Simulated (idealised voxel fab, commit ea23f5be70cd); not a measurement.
A process module follows: voxel transistor to metal.
cross-section cut | 285 nm wide | cells 5 nm
A cross-section is a grid of square cells, given in bands from the top down. A band is one or more rows of cells. Top, bottom (nm), then materials left to right with widths (nm); lone material tagged "edge to edge" fills the whole band edge to edge; "blank" = empty space. Heights are measured from 0, the level below which the as-received wafer is all one material; the lowest band has no bottom and continues downward, written as in "top 0, no bottom". Top row gets the first number, bottom row gets the second, and each row in between changes by the same step: that is how a band width like "30->40" works. For the purposes of this document, the phrase "nothing changed" attached to a step denotes that no cell within the cross-section was modified by that step. You'll see "Non-vented voids" listing empty spaces that have no way open to the top, as long as they're 8 cells or more; the notation is width x height at distance, where the distance is from the left edge, and all of it is in nm. On a step's line, text after the settings is the simulator commenting on that step. The optional step-line setting "overlay nm" applies to steps with a mask and quantifies how far to the right of its planned location the mask lay, a negative value indicating leftward placement.

**This section lists the process steps that were planned**
1,RECEIVE: material Si
2,CONFORMAL_DEP: material SiO2, thk nm 5
3,CONFORMAL_DEP: material SiN, thk nm 10
4,DIRECTIONAL_DEP: material aC, thk nm 10
5,PATTERN: tone cover, mask id ACTIVE, material resist, width nm 100, pitch nm 130, thk nm 25, overlay nm 0
6,DIRECTIONAL_ETCH: etch materials aC, depth nm 10
7,STRIP: etch materials resist
8,DIRECTIONAL_ETCH: etch materials SiN, depth nm 10
9,DIRECTIONAL_ETCH: etch materials SiO2, depth nm 5
10,DIRECTIONAL_ETCH: etch materials Si, depth nm 35
11,STRIP: etch materials aC
12,FILL_DEP: material SiO2, thk nm 15
13,CMP: height nm 15
14,SELECTIVE_ETCH: etch materials SiO2, depth nm 10
15,STRIP: etch materials SiN
16,SELECTIVE_ETCH: etch materials SiO2, depth nm 5
17,OXIDIZE: depth nm 5
18,DIRECTIONAL_DEP: material polySi, thk nm 20
19,DIRECTIONAL_DEP: material SiCN, thk nm 15
20,DIRECTIONAL_DEP: material aC, thk nm 10
21,PATTERN: tone cover, mask id GATE, material resist, width nm 20, pitch nm 130, thk nm 25, overlay nm 0
22,DIRECTIONAL_ETCH: etch materials aC, depth nm 10
23,STRIP: etch materials resist
24,DIRECTIONAL_ETCH: etch materials SiCN, depth nm 25
25,DIRECTIONAL_ETCH: etch materials polySi, depth nm 30
26,STRIP: etch materials aC
27,CONFORMAL_DEP: material SiO2, thk nm 5
28,DIRECTIONAL_ETCH: etch materials SiO2, depth nm 5
29,CONFORMAL_DEP: material SiN, thk nm 10
30,DIRECTIONAL_ETCH: etch materials SiN, depth nm 10
31,DIRECTIONAL_ETCH: etch materials SiO2, depth nm 5
32,DIRECTIONAL_ETCH: etch materials Si, depth nm 15
33,EPI: material nSi, thk nm 20
34,FILL_DEP: material SiO2, thk nm 10
35,CMP: height nm 35
36,DIRECTIONAL_DEP: material SiO2, thk nm 15
37,PATTERN: tone open, mask id CONTACT, material resist, width nm 15, thk nm 20, overlay nm 0
38,DIRECTIONAL_ETCH: etch materials SiO2, depth nm 35
39,STRIP: etch materials resist
40,CONFORMAL_DEP: material TiN, thk nm 5
41,FILL_DEP: material Ru, thk nm 5
42,CMP: height nm 50
43,DIRECTIONAL_DEP: material TiN, thk nm 5
44,DIRECTIONAL_DEP: material Ru, thk nm 25
45,MASKED_ETCH: tone cover, mask id METAL_1, width nm 15, etch materials Ru, depth nm 25, overlay nm 0
46,MASKED_ETCH: tone cover, mask id METAL_1, width nm 15, etch materials TiN, depth nm 5, overlay nm 0
47,CONFORMAL_DEP: material SiN, thk nm 5
48,FILL_DEP: material lowk, thk nm 10
49,CMP: height nm 80
50,CONFORMAL_DEP: material SiCN, thk nm 5

**Cross-section, incoming material, after step 1**
top 0, no bottom  Si edge to edge
Non-vented voids: none

**Cross-sectional view of the first of the two wafers upon completion of the module, processed in accordance with the plan**
top 85, bottom 80  SiCN edge to edge
top 80, bottom 55  lowk 25 nm / SiN 5 nm / Ru 15 nm / SiN 5 nm / lowk 50 nm / SiN 5 nm / Ru 15 nm / SiN 5 nm / lowk 30 nm / SiN 5 nm / Ru 15 nm / SiN 5 nm / lowk 50 nm / SiN 5 nm / Ru 15 nm / SiN 5 nm / lowk 30 nm
top 55, bottom 50  SiN 30 nm / TiN 15 nm / SiN 60 nm / TiN 15 nm / SiN 40 nm / TiN 15 nm / SiN 60 nm / TiN 15 nm / SiN 35 nm
top 50, bottom 35  SiO2 30 nm / TiN 5 nm / Ru 5 nm / TiN 5 nm / SiO2 60 nm / TiN 5 nm / Ru 5 nm / TiN 5 nm / SiO2 40 nm / TiN 5 nm / Ru 5 nm / TiN 5 nm / SiO2 60 nm / TiN 5 nm / Ru 5 nm / TiN 5 nm / SiO2 35 nm
top 35, bottom 20  SiO2 30 nm / TiN 5 nm / Ru 5 nm / TiN 5 nm / SiO2 5 nm / SiN 10 nm / SiO2 5 nm / SiCN 20 nm / SiO2 5 nm / SiN 10 nm / SiO2 5 nm / TiN 5 nm / Ru 5 nm / TiN 5 nm / SiO2 40 nm / TiN 5 nm / Ru 5 nm / TiN 5 nm / SiO2 5 nm / SiN 10 nm / SiO2 5 nm / SiCN 20 nm / SiO2 5 nm / SiN 10 nm / SiO2 5 nm / TiN 5 nm / Ru 5 nm / TiN 5 nm / SiO2 35 nm
top 20, bottom 15  SiO2 30 nm / TiN 15 nm / SiO2 5 nm / SiN 10 nm / SiO2 5 nm / polySi 20 nm / SiO2 5 nm / SiN 10 nm / SiO2 5 nm / TiN 15 nm / SiO2 40 nm / TiN 15 nm / SiO2 5 nm / SiN 10 nm / SiO2 5 nm / polySi 20 nm / SiO2 5 nm / SiN 10 nm / SiO2 5 nm / TiN 15 nm / SiO2 35 nm
top 15, bottom 0  SiO2 30 nm / nSi 20 nm / SiN 10 nm / SiO2 5 nm / polySi 20 nm / SiO2 5 nm / SiN 10 nm / nSi 20 nm / SiO2 40 nm / nSi 20 nm / SiN 10 nm / SiO2 5 nm / polySi 20 nm / SiO2 5 nm / SiN 10 nm / nSi 20 nm / SiO2 35 nm
top 0, bottom -5  SiO2 20 nm / nSi 30 nm / SiO2 50 nm / nSi 30 nm / SiO2 20 nm / nSi 30 nm / SiO2 50 nm / nSi 30 nm / SiO2 25 nm
top -5, bottom -20  SiO2 25 nm / nSi 25 nm / Si 50 nm / nSi 25 nm / SiO2 30 nm / nSi 25 nm / Si 50 nm / nSi 25 nm / SiO2 30 nm
top -20, bottom -35  SiO2 25 nm / Si 100 nm / SiO2 30 nm / Si 100 nm / SiO2 30 nm
top -35, no bottom  Si edge to edge
Non-vented voids: none

**Second wafer of the two, sectioned at the end of the module. It began like the first and followed the same plan, but one mistake was made while running it**
top 85, bottom 80  SiCN edge to edge
top 80, bottom 55  lowk 25 nm / SiN 5 nm / Ru 15 nm / SiN 5 nm / lowk 50 nm / SiN 5 nm / Ru 15 nm / SiN 5 nm / lowk 30 nm / SiN 5 nm / Ru 15 nm / SiN 5 nm / lowk 50 nm / SiN 5 nm / Ru 15 nm / SiN 5 nm / lowk 30 nm
top 55, bottom 50  SiN 30 nm / TiN 15 nm / SiN 60 nm / TiN 15 nm / SiN 40 nm / TiN 15 nm / SiN 60 nm / TiN 15 nm / SiN 35 nm
top 50, bottom 35  SiO2 30 nm / TiN 5 nm / Ru 5 nm / TiN 5 nm / SiO2 60 nm / TiN 5 nm / Ru 5 nm / TiN 5 nm / SiO2 40 nm / TiN 5 nm / Ru 5 nm / TiN 5 nm / SiO2 60 nm / TiN 5 nm / Ru 5 nm / TiN 5 nm / SiO2 35 nm
top 35, bottom 20  SiO2 30 nm / TiN 5 nm / Ru 5 nm / TiN 5 nm / SiO2 5 nm / SiN 10 nm / SiO2 5 nm / SiCN 20 nm / SiO2 5 nm / SiN 10 nm / SiO2 5 nm / TiN 5 nm / Ru 5 nm / TiN 5 nm / SiO2 40 nm / TiN 5 nm / Ru 5 nm / TiN 5 nm / SiO2 5 nm / SiN 10 nm / SiO2 5 nm / SiCN 20 nm / SiO2 5 nm / SiN 10 nm / SiO2 5 nm / TiN 5 nm / Ru 5 nm / TiN 5 nm / SiO2 35 nm
top 20, bottom 15  SiO2 30 nm / TiN 15 nm / SiO2 5 nm / SiN 10 nm / SiO2 5 nm / polySi 20 nm / SiO2 5 nm / SiN 10 nm / SiO2 5 nm / TiN 15 nm / SiO2 40 nm / TiN 15 nm / SiO2 5 nm / SiN 10 nm / SiO2 5 nm / polySi 20 nm / SiO2 5 nm / SiN 10 nm / SiO2 5 nm / TiN 15 nm / SiO2 35 nm
top 15, bottom 0  SiO2 50 nm / SiN 10 nm / SiO2 5 nm / polySi 20 nm / SiO2 5 nm / SiN 10 nm / SiO2 80 nm / SiN 10 nm / SiO2 5 nm / polySi 20 nm / SiO2 5 nm / SiN 10 nm / SiO2 55 nm
top 0, bottom -5  nSi 30 nm / SiO2 90 nm / nSi 40 nm / SiO2 90 nm / nSi 35 nm
top -5, bottom -20  nSi 25 nm / SiO2 100 nm / nSi 30 nm / SiO2 100 nm / nSi 30 nm
top -20, bottom -35  Si 25 nm / SiO2 100 nm / Si 30 nm / SiO2 100 nm / Si 30 nm
top -35, no bottom  Si edge to edge
Non-vented voids: none
Here's what went sideways: step 5 ran with different settings than intended, the actual operation and settings being PATTERN: tone open, mask id ACTIVE, material resist, width nm 100, pitch nm 130, thk nm 25, overlay nm 0
Wafer comparison, final, in cells, second relative to first, materials more or fewer: -129 Si; +189 SiO2; -60 nSi
